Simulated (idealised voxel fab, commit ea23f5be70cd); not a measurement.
process module | voxel wiring stack
cross-section cut | 175 nm wide | cells 5 nm
A cross-section is a grid of square cells, given in bands from the top down. A band is one or more rows of cells.
Each band's line starts with the height of the band's top and of its bottom, in nm. Then come its materials from left to right, each with its width in nm. One material with "throughout" fills the band from edge to edge. "air" is empty space.
Height 0 is the level under which the wafer as received is all one material. The lowest band goes on downwards, as in "0 down".
A width such as "30 to 40" changes by the same amount from each row of cells to the next, from the band's top row to its bottom row.
"no change" after a step means that no cell of the cross-section changed.
closed voids: empty space of 8 cells or more with no open way to the top, each as width x height at its distance from the left edge, in nm
after a step's settings: what the simulator itself notes on the step
overlay nm, on a step with a mask: how far to the right of its planned place the mask lay; to the left if negative
plan
1 op RECEIVE | material Si
2 op CONFORMAL_DEP | material SiO2 | thk nm 15
3 op DIRECTIONAL_DEP | material TiN | thk nm 5
4 op DIRECTIONAL_DEP | material Ru | thk nm 20
5 op PATTERN | tone cover | mask id METAL_1 | material resist | width nm 25 | pitch nm 50 | thk nm 20 | overlay nm 0
6 op DIRECTIONAL_ETCH | etch materials Ru | depth nm 20
7 op DIRECTIONAL_ETCH | etch materials TiN | depth nm 5
8 op STRIP | etch materials resist
9 op CONFORMAL_DEP | material SiN | thk nm 5
10 op FILL_DEP | material lowk | thk nm 10
11 op CMP | height nm 40
12 op CONFORMAL_DEP | material SiCN | thk nm 5
13 op DIRECTIONAL_DEP | material lowk | thk nm 30
14 op PATTERN | tone open | mask id METAL_2 | material resist | width nm 25 | pitch nm 50 | thk nm 15 | overlay nm 0
15 op DIRECTIONAL_ETCH | etch materials lowk | depth nm 15
16 op STRIP | etch materials resist
17 op DIRECTIONAL_DEP | material aC | thk nm 15
18 op PATTERN | tone open | mask id METAL_2_HOLES | material resist | width nm 15 | pitch nm 50 | thk nm 35 | overlay nm 0
19 op DIRECTIONAL_ETCH | etch materials aC | depth nm 15
20 op STRIP | etch materials resist
21 op DIRECTIONAL_ETCH | etch materials lowk | depth nm 15
22 op DIRECTIONAL_ETCH | etch materials SiCN | depth nm 5
23 op STRIP | etch materials aC
24 op CONFORMAL_DEP | material TiN | thk nm 5
25 op FILL_DEP | material Cu | thk nm 5
26 op CMP | height nm 75
27 op CONFORMAL_DEP | material SiCN | thk nm 5
first wafer, as planned
as received, after step 1
  0 down: Si throughout
  closed voids: none
after step 2
  15 to 0: SiO2 throughout
  below 0: unchanged
after step 3
  20 to 15: TiN throughout
  below 15: unchanged
after step 4
  40 to 20: Ru throughout
  below 20: unchanged
after step 5
  60 to 40: air 25 | resist 25 | air 25 | resist 25 | air 25 | resist 25 | air 25
  below 40: unchanged
after step 6
  60 to 40: air 25 | resist 25 | air 25 | resist 25 | air 25 | resist 25 | air 25
  40 to 20: air 25 | Ru 25 | air 25 | Ru 25 | air 25 | Ru 25 | air 25
  below 20: unchanged
after step 7
  60 to 40: air 25 | resist 25 | air 25 | resist 25 | air 25 | resist 25 | air 25
  40 to 20: air 25 | Ru 25 | air 25 | Ru 25 | air 25 | Ru 25 | air 25
  20 to 15: air 25 | TiN 25 | air 25 | TiN 25 | air 25 | TiN 25 | air 25
  below 15: unchanged
after step 8
  40 to 20: air 25 | Ru 25 | air 25 | Ru 25 | air 25 | Ru 25 | air 25
  below 20: unchanged
after step 9
  45 to 40: air 20 | SiN 35 | air 15 | SiN 35 | air 15 | SiN 35 | air 20
  40 to 20: air 20 | SiN 5 | Ru 25 | SiN 5 | air 15 | SiN 5 | Ru 25 | SiN 5 | air 15 | SiN 5 | Ru 25 | SiN 5 | air 20
  20 to 15: SiN 25 | TiN 25 | SiN 25 | TiN 25 | SiN 25 | TiN 25 | SiN 25
  below 15: unchanged
after step 10
  55 to 45: lowk throughout
  45 to 40: lowk 20 | SiN 35 | lowk 15 | SiN 35 | lowk 15 | SiN 35 | lowk 20
  40 to 20: lowk 20 | SiN 5 | Ru 25 | SiN 5 | lowk 15 | SiN 5 | Ru 25 | SiN 5 | lowk 15 | SiN 5 | Ru 25 | SiN 5 | lowk 20
  below 20: unchanged
after step 11
  40 to 20: lowk 20 | SiN 5 | Ru 25 | SiN 5 | lowk 15 | SiN 5 | Ru 25 | SiN 5 | lowk 15 | SiN 5 | Ru 25 | SiN 5 | lowk 20
  below 20: unchanged
after step 12
  45 to 40: SiCN throughout
  below 40: unchanged
after step 13
  75 to 45: lowk throughout
  below 45: unchanged
after step 14
  90 to 75: resist 25 | air 25 | resist 25 | air 25 | resist 25 | air 25 | resist 25
  below 75: unchanged
after step 15
  90 to 75: resist 25 | air 25 | resist 25 | air 25 | resist 25 | air 25 | resist 25
  75 to 60: lowk 25 | air 25 | lowk 25 | air 25 | lowk 25 | air 25 | lowk 25
  below 60: unchanged
after step 16
  75 to 60: lowk 25 | air 25 | lowk 25 | air 25 | lowk 25 | air 25 | lowk 25
  below 60: unchanged
after step 17
  90 to 75: aC 25 | air 25 | aC 25 | air 25 | aC 25 | air 25 | aC 25
  75 to 60: lowk 25 | aC 25 | lowk 25 | aC 25 | lowk 25 | aC 25 | lowk 25
  below 60: unchanged
after step 18
  125 to 90: resist 25 | air 15 | resist 35 | air 15 | resist 35 | air 15 | resist 35
  90 to 75: aC 25 | air 15 | resist 10 | aC 25 | air 15 | resist 10 | aC 25 | air 15 | resist 10 | aC 25
  below 75: unchanged
after step 19
  110 to 90: resist 25 | air 15 | resist 35 | air 15 | resist 35 | air 15 | resist 35
  90 to 75: aC 25 | air 15 | resist 10 | aC 25 | air 15 | resist 10 | aC 25 | air 15 | resist 10 | aC 25
  75 to 60: lowk 25 | air 15 | aC 10 | lowk 25 | air 15 | aC 10 | lowk 25 | air 15 | aC 10 | lowk 25
  below 60: unchanged
after step 20
  90 to 75: aC 25 | air 25 | aC 25 | air 25 | aC 25 | air 25 | aC 25
  below 75: unchanged
after step 21
  90 to 75: aC 25 | air 25 | aC 25 | air 25 | aC 25 | air 25 | aC 25
  75 to 60: lowk 25 | air 15 | aC 10 | lowk 25 | air 15 | aC 10 | lowk 25 | air 15 | aC 10 | lowk 25
  60 to 45: lowk 25 | air 15 | lowk 35 | air 15 | lowk 35 | air 15 | lowk 35
  below 45: unchanged
after step 22
  90 to 75: aC 25 | air 25 | aC 25 | air 25 | aC 25 | air 25 | aC 25
  75 to 60: lowk 25 | air 15 | aC 10 | lowk 25 | air 15 | aC 10 | lowk 25 | air 15 | aC 10 | lowk 25
  60 to 45: lowk 25 | air 15 | lowk 35 | air 15 | lowk 35 | air 15 | lowk 35
  45 to 40: SiCN 25 | air 15 | SiCN 35 | air 15 | SiCN 35 | air 15 | SiCN 35
  below 40: unchanged
after step 23
  75 to 60: lowk 25 | air 25 | lowk 25 | air 25 | lowk 25 | air 25 | lowk 25
  below 60: unchanged
after step 24
  80 to 75: TiN 30 | air 15 | TiN 35 | air 15 | TiN 35 | air 15 | TiN 30
  75 to 65: lowk 25 | TiN 5 | air 15 | TiN 5 | lowk 25 | TiN 5 | air 15 | TiN 5 | lowk 25 | TiN 5 | air 15 | TiN 5 | lowk 25
  65 to 60: lowk 25 | TiN 5 | air 5 | TiN 15 | lowk 25 | TiN 5 | air 5 | TiN 15 | lowk 25 | TiN 5 | air 5 | TiN 15 | lowk 25
  60 to 45: lowk 25 | TiN 5 | air 5 | TiN 5 | lowk 35 | TiN 5 | air 5 | TiN 5 | lowk 35 | TiN 5 | air 5 | TiN 5 | lowk 35
  45 to 40: SiCN 25 | TiN 15 | SiCN 35 | TiN 15 | SiCN 35 | TiN 15 | SiCN 35
  below 40: unchanged
after step 25
  85 to 80: Cu throughout
  80 to 75: TiN 30 | Cu 15 | TiN 35 | Cu 15 | TiN 35 | Cu 15 | TiN 30
  75 to 65: lowk 25 | TiN 5 | Cu 15 | TiN 5 | lowk 25 | TiN 5 | Cu 15 | TiN 5 | lowk 25 | TiN 5 | Cu 15 | TiN 5 | lowk 25
  65 to 60: lowk 25 | TiN 5 | Cu 5 | TiN 15 | lowk 25 | TiN 5 | Cu 5 | TiN 15 | lowk 25 | TiN 5 | Cu 5 | TiN 15 | lowk 25
  60 to 45: lowk 25 | TiN 5 | Cu 5 | TiN 5 | lowk 35 | TiN 5 | Cu 5 | TiN 5 | lowk 35 | TiN 5 | Cu 5 | TiN 5 | lowk 35
  below 45: unchanged
after step 26
  75 to 65: lowk 25 | TiN 5 | Cu 15 | TiN 5 | lowk 25 | TiN 5 | Cu 15 | TiN 5 | lowk 25 | TiN 5 | Cu 15 | TiN 5 | lowk 25
  below 65: unchanged
after step 27
  80 to 75: SiCN throughout
  below 75: unchanged
second wafer: like start, like plan, one mistake. Through step 12 it matches the first wafer
when step 13 should have ended
  65 to 45: lowk throughout
  below 45: unchanged
when step 14 should have ended
  80 to 65: resist 25 | air 25 | resist 25 | air 25 | resist 25 | air 25 | resist 25
  below 65: unchanged
when step 15 should have ended
  80 to 65: resist 25 | air 25 | resist 25 | air 25 | resist 25 | air 25 | resist 25
  65 to 50: lowk 25 | air 25 | lowk 25 | air 25 | lowk 25 | air 25 | lowk 25
  below 50: unchanged
when step 16 should have ended
  65 to 50: lowk 25 | air 25 | lowk 25 | air 25 | lowk 25 | air 25 | lowk 25
  below 50: unchanged
when step 17 should have ended
  80 to 65: aC 25 | air 25 | aC 25 | air 25 | aC 25 | air 25 | aC 25
  65 to 50: lowk 25 | aC 25 | lowk 25 | aC 25 | lowk 25 | aC 25 | lowk 25
  below 50: unchanged
when step 18 should have ended
  115 to 80: resist 25 | air 15 | resist 35 | air 15 | resist 35 | air 15 | resist 35
  80 to 65: aC 25 | air 15 | resist 10 | aC 25 | air 15 | resist 10 | aC 25 | air 15 | resist 10 | aC 25
  below 65: unchanged
when step 19 should have ended
  100 to 80: resist 25 | air 15 | resist 35 | air 15 | resist 35 | air 15 | resist 35
  80 to 65: aC 25 | air 15 | resist 10 | aC 25 | air 15 | resist 10 | aC 25 | air 15 | resist 10 | aC 25
  65 to 50: lowk 25 | air 15 | aC 10 | lowk 25 | air 15 | aC 10 | lowk 25 | air 15 | aC 10 | lowk 25
  below 50: unchanged
when step 20 should have ended
  80 to 65: aC 25 | air 25 | aC 25 | air 25 | aC 25 | air 25 | aC 25
  below 65: unchanged
when step 21 should have ended
  80 to 65: aC 25 | air 25 | aC 25 | air 25 | aC 25 | air 25 | aC 25
  65 to 50: lowk 25 | air 15 | aC 10 | lowk 25 | air 15 | aC 10 | lowk 25 | air 15 | aC 10 | lowk 25
  50 to 45: lowk 25 | air 15 | lowk 35 | air 15 | lowk 35 | air 15 | lowk 35
  below 45: unchanged
when step 22 should have ended
  80 to 65: aC 25 | air 25 | aC 25 | air 25 | aC 25 | air 25 | aC 25
  65 to 50: lowk 25 | air 15 | aC 10 | lowk 25 | air 15 | aC 10 | lowk 25 | air 15 | aC 10 | lowk 25
  50 to 45: lowk 25 | air 15 | lowk 35 | air 15 | lowk 35 | air 15 | lowk 35
  45 to 40: SiCN 25 | air 15 | SiCN 35 | air 15 | SiCN 35 | air 15 | SiCN 35
  below 40: unchanged
when step 23 should have ended
  65 to 50: lowk 25 | air 25 | lowk 25 | air 25 | lowk 25 | air 25 | lowk 25
  below 50: unchanged
when step 24 should have ended
  70 to 65: TiN 30 | air 15 | TiN 35 | air 15 | TiN 35 | air 15 | TiN 30
  65 to 55: lowk 25 | TiN 5 | air 15 | TiN 5 | lowk 25 | TiN 5 | air 15 | TiN 5 | lowk 25 | TiN 5 | air 15 | TiN 5 | lowk 25
  55 to 45: lowk 25 | TiN 5 | air 5 | TiN 15 to 5 | lowk 25 to 35 | TiN 5 | air 5 | TiN 15 to 5 | lowk 25 to 35 | TiN 5 | air 5 | TiN 15 to 5 | lowk 25 to 35
  45 to 40: SiCN 25 | TiN 15 | SiCN 35 | TiN 15 | SiCN 35 | TiN 15 | SiCN 35
  below 40: unchanged
when step 25 should have ended
  75 to 70: Cu throughout
  70 to 65: TiN 30 | Cu 15 | TiN 35 | Cu 15 | TiN 35 | Cu 15 | TiN 30
  65 to 55: lowk 25 | TiN 5 | Cu 15 | TiN 5 | lowk 25 | TiN 5 | Cu 15 | TiN 5 | lowk 25 | TiN 5 | Cu 15 | TiN 5 | lowk 25
  55 to 45: lowk 25 | TiN 5 | Cu 5 | TiN 15 to 5 | lowk 25 to 35 | TiN 5 | Cu 5 | TiN 15 to 5 | lowk 25 to 35 | TiN 5 | Cu 5 | TiN 15 to 5 | lowk 25 to 35
  below 45: unchanged
when step 26 should have ended: no change
when step 27 should have ended
  80 to 75: SiCN throughout
  below 75: unchanged
what went wrong: step 13 ran as: op DIRECTIONAL_DEP | material lowk | thk nm 20
at the end the second wafer has, in cells: 38 more of Cu | 14 more of TiN | 52 fewer of lowk
